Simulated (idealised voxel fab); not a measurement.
Process module, titled voxel wiring stack
Square cell edge 5 nm, section width 215 nm, ID cut.
How to read a cross-section here: the picture is a grid of square cells, written as bands going from the top down, and any band can span one or more rows of cells.
Top, bottom (nm), then materials left to right with widths (nm); lone material tagged "all across" fills the whole band edge to edge; "empty" = empty space.
For the purposes of this specification, 0 denotes the height below which the wafer in its as-received condition is composed wholly of one material, and the lowermost band, lacking a lower limit, extends downward without end, as expressed in "0 and below".
Width spec "30..40" -> top row of cells at first value, bottom row at second value, equal per-row change in between.
Given "no modifications" for a step, no cell of the cross-section differs between before and after that step.
In "Voids lacking openings" the enclosed voids are listed, meaning empty spaces of 8 cells or larger without any opening to the top. The form is width x height at distance, distance from the left edge, units nm.
That trailing text on a step's line, after the settings, is the simulator's own remark on the step.
"overlay nm", when on a step's line for a step with a mask, measures how far to the right of its planned place the mask lay; a negative measure means to the left.

[Process steps foreseen in the plan]
- 1: RECEIVE [material Si]
- 2: CONFORMAL_DEP [material SiO2] [thk nm 10]
- 3: DIRECTIONAL_DEP [material TiN] [thk nm 5]
- 4: DIRECTIONAL_DEP [material Ru] [thk nm 15]
- 5: MASKED_ETCH [tone cover] [mask id METAL_1] [width nm 25] [pitch nm 50] [etch materials Ru] [depth nm 15] [overlay nm 0]
- 6: MASKED_ETCH [tone cover] [mask id METAL_1] [width nm 25] [pitch nm 50] [etch materials TiN] [depth nm 5] [overlay nm 0]
- 7: FILL_DEP [material lowk] [thk nm 5]
- 8: CMP [height nm 30]
- 9: CONFORMAL_DEP [material SiCN] [thk nm 5]
- 10: DIRECTIONAL_DEP [material SiO2] [thk nm 15]
- 11: PATTERN [tone open] [mask id PLUG_1] [material resist] [width nm 15] [thk nm 15] [overlay nm 0]
- 12: DIRECTIONAL_ETCH [etch materials SiO2] [depth nm 15]
- 13: DIRECTIONAL_ETCH [etch materials SiCN] [depth nm 5]
- 14: STRIP [etch materials resist]
- 15: EPI [material Ru] [thk nm 10]
- 16: EPI [material Ru] [thk nm 10]
- 17: DIRECTIONAL_DEP [material TiN] [thk nm 5]
- 18: DIRECTIONAL_DEP [material Ru] [thk nm 20]
- 19: DIRECTIONAL_DEP [material aC] [thk nm 15]
- 20: PATTERN [tone cover] [mask id METAL_2] [material resist] [width nm 25] [pitch nm 50] [thk nm 35] [overlay nm 0]
- 21: DIRECTIONAL_ETCH [etch materials aC] [depth nm 15]
- 22: STRIP [etch materials resist]
- 23: DIRECTIONAL_ETCH [etch materials Ru] [depth nm 20]
- 24: DIRECTIONAL_ETCH [etch materials TiN] [depth nm 5]
- 25: STRIP [etch materials aC]
- 26: CONFORMAL_DEP [material SiN] [thk nm 5]
- 27: FILL_DEP [material SiO2] [thk nm 5]
- 28: CMP [height nm 75]
- 29: CONFORMAL_DEP [material SiCN] [thk nm 5]
- 30: DIRECTIONAL_DEP [material lowk] [thk nm 10]
- 31: MASKED_ETCH [tone open] [mask id PLUG_2] [width nm 15] [pitch nm 50] [etch materials lowk] [depth nm 10] [overlay nm 0]
- 32: MASKED_ETCH [tone open] [mask id PLUG_2] [width nm 15] [pitch nm 50] [etch materials SiCN] [depth nm 5] [overlay nm 0]
- 33: CONFORMAL_DEP [material TiN] [thk nm 5]
- 34: FILL_DEP [material Ru] [thk nm 10]
- 35: CMP [height nm 90]
- 36: CONFORMAL_DEP [material SiCN] [thk nm 5]
- 37: DIRECTIONAL_DEP [material SiO2] [thk nm 20]
- 38: PATTERN [tone open] [mask id METAL_3] [material resist] [width nm 25] [pitch nm 50] [thk nm 15] [overlay nm 0]
- 39: DIRECTIONAL_ETCH [etch materials SiO2] [depth nm 20]
- 40: DIRECTIONAL_ETCH [etch materials SiCN] [depth nm 5]
- 41: STRIP [etch materials resist]
- 42: CONFORMAL_DEP [material TiN] [thk nm 5]
- 43: FILL_DEP [material W] [thk nm 10]
- 44: CMP [height nm 115]
- 45: EPI [material Ru] [thk nm 5]
- 46: FILL_DEP [material SiCN] [thk nm 5]
- 47: DIRECTIONAL_DEP [material lowk] [thk nm 30]
- 48: DIRECTIONAL_DEP [material aC] [thk nm 10]
- 49: PATTERN [tone open] [mask id METAL_4_HOLES] [material resist] [width nm 15] [thk nm 30] [overlay nm 0]
- 50: DIRECTIONAL_ETCH [etch materials aC] [depth nm 10]
- 51: STRIP [etch materials resist]
- 52: DIRECTIONAL_ETCH [etch materials lowk] [depth nm 30]
- 53: STRIP [etch materials aC]
- 54: DIRECTIONAL_DEP [material aC] [thk nm 10]
- 55: PATTERN [tone open] [mask id METAL_4] [material resist] [width nm 25] [pitch nm 50] [thk nm 25] [overlay nm 0]
- 56: DIRECTIONAL_ETCH [etch materials aC] [depth nm 10]
- 57: STRIP [etch materials resist]
- 58: DIRECTIONAL_ETCH [etch materials lowk] [depth nm 15]
- 59: DIRECTIONAL_ETCH [etch materials SiCN] [depth nm 5]
- 60: STRIP [etch materials aC]
- 61: CONFORMAL_DEP [material TiN] [thk nm 5]
- 62: FILL_DEP [material Cu] [thk nm 5]
- 63: CMP [height nm 155]
- 64: CONFORMAL_DEP [material SiN] [thk nm 5]

[Run as planned: first of two wafers]

[Cross-section of the wafer as it came to us, i.e., already through step 1]
> 0 and below  Si all across
> Voids lacking openings: none

[after step 2]
> 10 down to 0  SiO2 all across
> Below a height of 0, the structure has not been altered.

[after step 3]
> 15 down to 10  TiN all across
> Below a height of 10, the structure has not been altered.

[after step 4]
> 30 down to 15  Ru all across
> Below a height of 15, the structure has not been altered.

[after step 5]
> 30 down to 15  70 empty  25 Ru  25 empty  25 Ru  70 empty
> Below a height of 15, the structure has not been altered.

[after step 6]
> 30 down to 15  70 empty  25 Ru  25 empty  25 Ru  70 empty
> 15 down to 10  70 empty  25 TiN  25 empty  25 TiN  70 empty
> Below a height of 10, the structure has not been altered.

[after step 7]
> 35 down to 30  lowk all across
> 30 down to 15  70 lowk  25 Ru  25 lowk  25 Ru  70 lowk
> 15 down to 10  70 lowk  25 TiN  25 lowk  25 TiN  70 lowk
> Below a height of 10, the structure has not been altered.

[after step 8]
> 30 down to 15  70 lowk  25 Ru  25 lowk  25 Ru  70 lowk
> Below a height of 15, the structure has not been altered.

[after step 9]
> 35 down to 30  SiCN all across
> Below a height of 30, the structure has not been altered.

[after step 10]
> 50 down to 35  SiO2 all across
> Below a height of 35, the structure has not been altered.

[after step 11]
> 65 down to 50  70 resist  15 empty  130 resist
> Below a height of 50, the structure has not been altered.

[after step 12]
> 65 down to 50  70 resist  15 empty  130 resist
> 50 down to 35  70 SiO2  15 empty  130 SiO2
> Below a height of 35, the structure has not been altered.

[after step 13]
> 65 down to 50  70 resist  15 empty  130 resist
> 50 down to 35  70 SiO2  15 empty  130 SiO2
> 35 down to 30  70 SiCN  15 empty  130 SiCN
> Below a height of 30, the structure has not been altered.

[after step 14]
> 50 down to 35  70 SiO2  15 empty  130 SiO2
> Below a height of 35, the structure has not been altered.

[after step 15]
> 50 down to 40  70 SiO2  15 empty  130 SiO2
> 40 down to 35  70 SiO2  15 Ru  130 SiO2
> 35 down to 30  70 SiCN  15 Ru  130 SiCN
> Below a height of 30, the structure has not been altered.

[after step 16]
> 50 down to 35  70 SiO2  15 Ru  130 SiO2
> Below a height of 35, the structure has not been altered.

[after step 17]
> 55 down to 50  TiN all across
> Below a height of 50, the structure has not been altered.

[after step 18]
> 75 down to 55  Ru all across
> Below a height of 55, the structure has not been altered.

[after step 19]
> 90 down to 75  aC all across
> Below a height of 75, the structure has not been altered.

[after step 20]
> 125 down to 90  70 empty  25 resist  25 empty  25 resist  70 empty
> Below a height of 90, the structure has not been altered.

[after step 21]
> 110 down to 90  70 empty  25 resist  25 empty  25 resist  70 empty
> 90 down to 75  70 empty  25 aC  25 empty  25 aC  70 empty
> Below a height of 75, the structure has not been altered.

[after step 22]
> 90 down to 75  70 empty  25 aC  25 empty  25 aC  70 empty
> Below a height of 75, the structure has not been altered.

[after step 23]
> 90 down to 75  70 empty  25 aC  25 empty  25 aC  70 empty
> 75 down to 55  70 empty  25 Ru  25 empty  25 Ru  70 empty
> Below a height of 55, the structure has not been altered.

[after step 24]
> 90 down to 75  70 empty  25 aC  25 empty  25 aC  70 empty
> 75 down to 55  70 empty  25 Ru  25 empty  25 Ru  70 empty
> 55 down to 50  70 empty  25 TiN  25 empty  25 TiN  70 empty
> Below a height of 50, the structure has not been altered.

[after step 25]
> 75 down to 55  70 empty  25 Ru  25 empty  25 Ru  70 empty
> Below a height of 55, the structure has not been altered.

[after step 26]
> 80 down to 75  65 empty  35 SiN  15 empty  35 SiN  65 empty
> 75 down to 55  65 empty  5 SiN  25 Ru  5 SiN  15 empty  5 SiN  25 Ru  5 SiN  65 empty
> 55 down to 50  70 SiN  25 TiN  25 SiN  25 TiN  70 SiN
> Below a height of 50, the structure has not been altered.

[after step 27]
> 85 down to 80  SiO2 all across
> 80 down to 75  65 SiO2  35 SiN  15 SiO2  35 SiN  65 SiO2
> 75 down to 55  65 SiO2  5 SiN  25 Ru  5 SiN  15 SiO2  5 SiN  25 Ru  5 SiN  65 SiO2
> Below a height of 55, the structure has not been altered.

[after step 28]
> 75 down to 55  65 SiO2  5 SiN  25 Ru  5 SiN  15 SiO2  5 SiN  25 Ru  5 SiN  65 SiO2
> Below a height of 55, the structure has not been altered.

[after step 29]
> 80 down to 75  SiCN all across
> Below a height of 75, the structure has not been altered.

[after step 30]
> 90 down to 80  lowk all across
> Below a height of 80, the structure has not been altered.

[after step 31]
> 90 down to 80  70 lowk  15 empty  35 lowk  15 empty  80 lowk
> Below a height of 80, the structure has not been altered.

[after step 32]
> 90 down to 80  70 lowk  15 empty  35 lowk  15 empty  80 lowk
> 80 down to 75  70 SiCN  15 empty  35 SiCN  15 empty  80 SiCN
> Below a height of 75, the structure has not been altered.

[after step 33]
> 95 down to 90  75 TiN  5 empty  45 TiN  5 empty  85 TiN
> 90 down to 80  70 lowk  5 TiN  5 empty  5 TiN  35 lowk  5 TiN  5 empty  5 TiN  80 lowk
> 80 down to 75  70 SiCN  15 TiN  35 SiCN  15 TiN  80 SiCN
> Below a height of 75, the structure has not been altered.

[after step 34]
> 105 down to 95  Ru all across
> 95 down to 90  75 TiN  5 Ru  45 TiN  5 Ru  85 TiN
> 90 down to 80  70 lowk  5 TiN  5 Ru  5 TiN  35 lowk  5 TiN  5 Ru  5 TiN  80 lowk
> Below a height of 80, the structure has not been altered.

[after step 35]
> 90 down to 80  70 lowk  5 TiN  5 Ru  5 TiN  35 lowk  5 TiN  5 Ru  5 TiN  80 lowk
> Below a height of 80, the structure has not been altered.

[after step 36]
> 95 down to 90  SiCN all across
> Below a height of 90, the structure has not been altered.

[after step 37]
> 115 down to 95  SiO2 all across
> Below a height of 95, the structure has not been altered.

[after step 38]
> 130 down to 115  70 resist  25 empty  25 resist  25 empty  70 resist
> Below a height of 115, the structure has not been altered.

[after step 39]
> 130 down to 115  70 resist  25 empty  25 resist  25 empty  70 resist
> 115 down to 95  70 SiO2  25 empty  25 SiO2  25 empty  70 SiO2
> Below a height of 95, the structure has not been altered.

[after step 40]
> 130 down to 115  70 resist  25 empty  25 resist  25 empty  70 resist
> 115 down to 95  70 SiO2  25 empty  25 SiO2  25 empty  70 SiO2
> 95 down to 90  70 SiCN  25 empty  25 SiCN  25 empty  70 SiCN
> Below a height of 90, the structure has not been altered.

[after step 41]
> 115 down to 95  70 SiO2  25 empty  25 SiO2  25 empty  70 SiO2
> Below a height of 95, the structure has not been altered.

[after step 42]
> 120 down to 115  75 TiN  15 empty  35 TiN  15 empty  75 TiN
> 115 down to 95  70 SiO2  5 TiN  15 empty  5 TiN  25 SiO2  5 TiN  15 empty  5 TiN  70 SiO2
> 95 down to 90  70 SiCN  25 TiN  25 SiCN  25 TiN  70 SiCN
> Below a height of 90, the structure has not been altered.

[after step 43]
> 130 down to 120  W all across
> 120 down to 115  75 TiN  15 W  35 TiN  15 W  75 TiN
> 115 down to 95  70 SiO2  5 TiN  15 W  5 TiN  25 SiO2  5 TiN  15 W  5 TiN  70 SiO2
> Below a height of 95, the structure has not been altered.

[after step 44]
> 115 down to 95  70 SiO2  5 TiN  15 W  5 TiN  25 SiO2  5 TiN  15 W  5 TiN  70 SiO2
> Below a height of 95, the structure has not been altered.

[after step 45]
> 120 down to 115  65 empty  35 Ru  15 empty  35 Ru  65 empty
> Below a height of 115, the structure has not been altered.

[after step 46]
> 125 down to 120  SiCN all across
> 120 down to 115  65 SiCN  35 Ru  15 SiCN  35 Ru  65 SiCN
> Below a height of 115, the structure has not been altered.

[after step 47]
> 155 down to 125  lowk all across
> Below a height of 125, the structure has not been altered.

[after step 48]
> 165 down to 155  aC all across
> Below a height of 155, the structure has not been altered.

[after step 49]
> 195 down to 165  70 resist  15 empty  130 resist
> Below a height of 165, the structure has not been altered.

[after step 50]
> 185 down to 165  70 resist  15 empty  130 resist
> 165 down to 155  70 aC  15 empty  130 aC
> Below a height of 155, the structure has not been altered.

[after step 51]
> 165 down to 155  70 aC  15 empty  130 aC
> Below a height of 155, the structure has not been altered.

[after step 52]
> 165 down to 155  70 aC  15 empty  130 aC
> 155 down to 125  70 lowk  15 empty  130 lowk
> Below a height of 125, the structure has not been altered.

[after step 53]
> 155 down to 125  70 lowk  15 empty  130 lowk
> Below a height of 125, the structure has not been altered.

[after step 54]
> 165 down to 155  70 aC  15 empty  130 aC
> 155 down to 135  70 lowk  15 empty  130 lowk
> 135 down to 125  70 lowk  15 aC  130 lowk
> Below a height of 125, the structure has not been altered.

[after step 55]
> 190 down to 165  70 resist  25 empty  25 resist  25 empty  70 resist
> Below a height of 165, the structure has not been altered.

[after step 56]
> 180 down to 165  70 resist  25 empty  25 resist  25 empty  70 resist
> 165 down to 155  70 aC  25 empty  25 aC  25 empty  70 aC
> 155 down to 125  70 lowk  15 empty  130 lowk
> Below a height of 125, the structure has not been altered.

[after step 57]
> 165 down to 155  70 aC  25 empty  25 aC  25 empty  70 aC
> Below a height of 155, the structure has not been altered.

[after step 58]
> 165 down to 155  70 aC  25 empty  25 aC  25 empty  70 aC
> 155 down to 140  70 lowk  25 empty  25 lowk  25 empty  70 lowk
> Below a height of 140, the structure has not been altered.

[after step 59]
> 165 down to 155  70 aC  25 empty  25 aC  25 empty  70 aC
> 155 down to 140  70 lowk  25 empty  25 lowk  25 empty  70 lowk
> 140 down to 125  70 lowk  15 empty  130 lowk
> 125 down to 120  70 SiCN  15 empty  130 SiCN
> Below a height of 120, the structure has not been altered.

[after step 60]
> 155 down to 140  70 lowk  25 empty  25 lowk  25 empty  70 lowk
> Below a height of 140, the structure has not been altered.

[after step 61]
> 160 down to 155  75 TiN  15 empty  35 TiN  15 empty  75 TiN
> 155 down to 145  70 lowk  5 TiN  15 empty  5 TiN  25 lowk  5 TiN  15 empty  5 TiN  70 lowk
> 145 down to 140  70 lowk  5 TiN  5 empty  15 TiN  25 lowk  25 TiN  70 lowk
> 140 down to 125  70 lowk  5 TiN  5 empty  5 TiN  130 lowk
> 125 down to 120  70 SiCN  15 TiN  130 SiCN
> Below a height of 120, the structure has not been altered.

[after step 62]
> 165 down to 160  Cu all across
> 160 down to 155  75 TiN  15 Cu  35 TiN  15 Cu  75 TiN
> 155 down to 145  70 lowk  5 TiN  15 Cu  5 TiN  25 lowk  5 TiN  15 Cu  5 TiN  70 lowk
> 145 down to 140  70 lowk  5 TiN  5 Cu  15 TiN  25 lowk  25 TiN  70 lowk
> 140 down to 125  70 lowk  5 TiN  5 Cu  5 TiN  130 lowk
> Below a height of 125, the structure has not been altered.

[after step 63]
> 155 down to 145  70 lowk  5 TiN  15 Cu  5 TiN  25 lowk  5 TiN  15 Cu  5 TiN  70 lowk
> Below a height of 145, the structure has not been altered.

[after step 64]
> 160 down to 155  SiN all across
> Below a height of 155, the structure has not been altered.

[Companion wafer, the second of two: same beginning, same intended sequence, one mistake in carrying it out; through step 35 inclusive it tracks the first exactly]

[Second wafer, cut view, end of step 36 per plan]
> 110 down to 90  SiO2 all across
> Below a height of 90, the structure has not been altered.

[Second wafer, cut view, end of step 37 per plan]
> 115 down to 110  SiCN all across
> Below a height of 110, the structure has not been altered.

[Second wafer, cut view, end of step 38 per plan]
> 130 down to 115  70 resist  25 empty  25 resist  25 empty  70 resist
> Below a height of 115, the structure has not been altered.

Second wafer, cut view, end of step 39 per plan: no modifications

[Second wafer, cut view, end of step 40 per plan]
> 130 down to 115  70 resist  25 empty  25 resist  25 empty  70 resist
> 115 down to 110  70 SiCN  25 empty  25 SiCN  25 empty  70 SiCN
> Below a height of 110, the structure has not been altered.

[Second wafer, cut view, end of step 41 per plan]
> 115 down to 110  70 SiCN  25 empty  25 SiCN  25 empty  70 SiCN
> Below a height of 110, the structure has not been altered.

[Second wafer, cut view, end of step 42 per plan]
> 120 down to 115  75 TiN  15 empty  35 TiN  15 empty  75 TiN
> 115 down to 110  70 SiCN  25 TiN  25 SiCN  25 TiN  70 SiCN
> Below a height of 110, the structure has not been altered.

[Second wafer, cut view, end of step 43 per plan]
> 130 down to 120  W all across
> 120 down to 115  75 TiN  15 W  35 TiN  15 W  75 TiN
> Below a height of 115, the structure has not been altered.

[Second wafer, cut view, end of step 44 per plan]
> 115 down to 110  70 SiCN  25 TiN  25 SiCN  25 TiN  70 SiCN
> Below a height of 110, the structure has not been altered.

[Second wafer, cut view, end of step 45 per plan]
> 120 down to 115  65 empty  35 Ru  15 empty  35 Ru  65 empty
> Below a height of 115, the structure has not been altered.

[Second wafer, cut view, end of step 46 per plan]
> 125 down to 120  SiCN all across
> 120 down to 115  65 SiCN  35 Ru  15 SiCN  35 Ru  65 SiCN
> Below a height of 115, the structure has not been altered.

[Second wafer, cut view, end of step 47 per plan]
> 155 down to 125  lowk all across
> Below a height of 125, the structure has not been altered.

[Second wafer, cut view, end of step 48 per plan]
> 165 down to 155  aC all across
> Below a height of 155, the structure has not been altered.

[Second wafer, cut view, end of step 49 per plan]
> 195 down to 165  70 resist  15 empty  130 resist
> Below a height of 165, the structure has not been altered.

[Second wafer, cut view, end of step 50 per plan]
> 185 down to 165  70 resist  15 empty  130 resist
> 165 down to 155  70 aC  15 empty  130 aC
> Below a height of 155, the structure has not been altered.

[Second wafer, cut view, end of step 51 per plan]
> 165 down to 155  70 aC  15 empty  130 aC
> Below a height of 155, the structure has not been altered.

[Second wafer, cut view, end of step 52 per plan]
> 165 down to 155  70 aC  15 empty  130 aC
> 155 down to 125  70 lowk  15 empty  130 lowk
> Below a height of 125, the structure has not been altered.

[Second wafer, cut view, end of step 53 per plan]
> 155 down to 125  70 lowk  15 empty  130 lowk
> Below a height of 125, the structure has not been altered.

[Second wafer, cut view, end of step 54 per plan]
> 165 down to 155  70 aC  15 empty  130 aC
> 155 down to 135  70 lowk  15 empty  130 lowk
> 135 down to 125  70 lowk  15 aC  130 lowk
> Below a height of 125, the structure has not been altered.

[Second wafer, cut view, end of step 55 per plan]
> 190 down to 165  70 resist  25 empty  25 resist  25 empty  70 resist
> Below a height of 165, the structure has not been altered.

[Second wafer, cut view, end of step 56 per plan]
> 180 down to 165  70 resist  25 empty  25 resist  25 empty  70 resist
> 165 down to 155  70 aC  25 empty  25 aC  25 empty  70 aC
> 155 down to 125  70 lowk  15 empty  130 lowk
> Below a height of 125, the structure has not been altered.

[Second wafer, cut view, end of step 57 per plan]
> 165 down to 155  70 aC  25 empty  25 aC  25 empty  70 aC
> Below a height of 155, the structure has not been altered.

[Second wafer, cut view, end of step 58 per plan]
> 165 down to 155  70 aC  25 empty  25 aC  25 empty  70 aC
> 155 down to 140  70 lowk  25 empty  25 lowk  25 empty  70 lowk
> Below a height of 140, the structure has not been altered.

[Second wafer, cut view, end of step 59 per plan]
> 165 down to 155  70 aC  25 empty  25 aC  25 empty  70 aC
> 155 down to 140  70 lowk  25 empty  25 lowk  25 empty  70 lowk
> 140 down to 125  70 lowk  15 empty  130 lowk
> 125 down to 120  70 SiCN  15 empty  130 SiCN
> Below a height of 120, the structure has not been altered.

[Second wafer, cut view, end of step 60 per plan]
> 155 down to 140  70 lowk  25 empty  25 lowk  25 empty  70 lowk
> Below a height of 140, the structure has not been altered.

[Second wafer, cut view, end of step 61 per plan]
> 160 down to 155  75 TiN  15 empty  35 TiN  15 empty  75 TiN
> 155 down to 145  70 lowk  5 TiN  15 empty  5 TiN  25 lowk  5 TiN  15 empty  5 TiN  70 lowk
> 145 down to 140  70 lowk  5 TiN  5 empty  15 TiN  25 lowk  25 TiN  70 lowk
> 140 down to 125  70 lowk  5 TiN  5 empty  5 TiN  130 lowk
> 125 down to 120  70 SiCN  15 TiN  130 SiCN
> Below a height of 120, the structure has not been altered.

[Second wafer, cut view, end of step 62 per plan]
> 165 down to 160  Cu all across
> 160 down to 155  75 TiN  15 Cu  35 TiN  15 Cu  75 TiN
> 155 down to 145  70 lowk  5 TiN  15 Cu  5 TiN  25 lowk  5 TiN  15 Cu  5 TiN  70 lowk
> 145 down to 140  70 lowk  5 TiN  5 Cu  15 TiN  25 lowk  25 TiN  70 lowk
> 140 down to 125  70 lowk  5 TiN  5 Cu  5 TiN  130 lowk
> Below a height of 125, the structure has not been altered.

[Second wafer, cut view, end of step 63 per plan]
> 155 down to 145  70 lowk  5 TiN  15 Cu  5 TiN  25 lowk  5 TiN  15 Cu  5 TiN  70 lowk
> Below a height of 145, the structure has not been altered.

[Second wafer, cut view, end of step 64 per plan]
> 160 down to 155  SiN all across
> Below a height of 155, the structure has not been altered.
Which mistake was made when the wafer was run? steps 36 and 37: order swapped relative to plan
It is noted that, at the conclusion of processing, the second wafer exhibits a higher or lower cell count for certain materials relative to the first: +40 SiO2, -16 TiN, -24 W
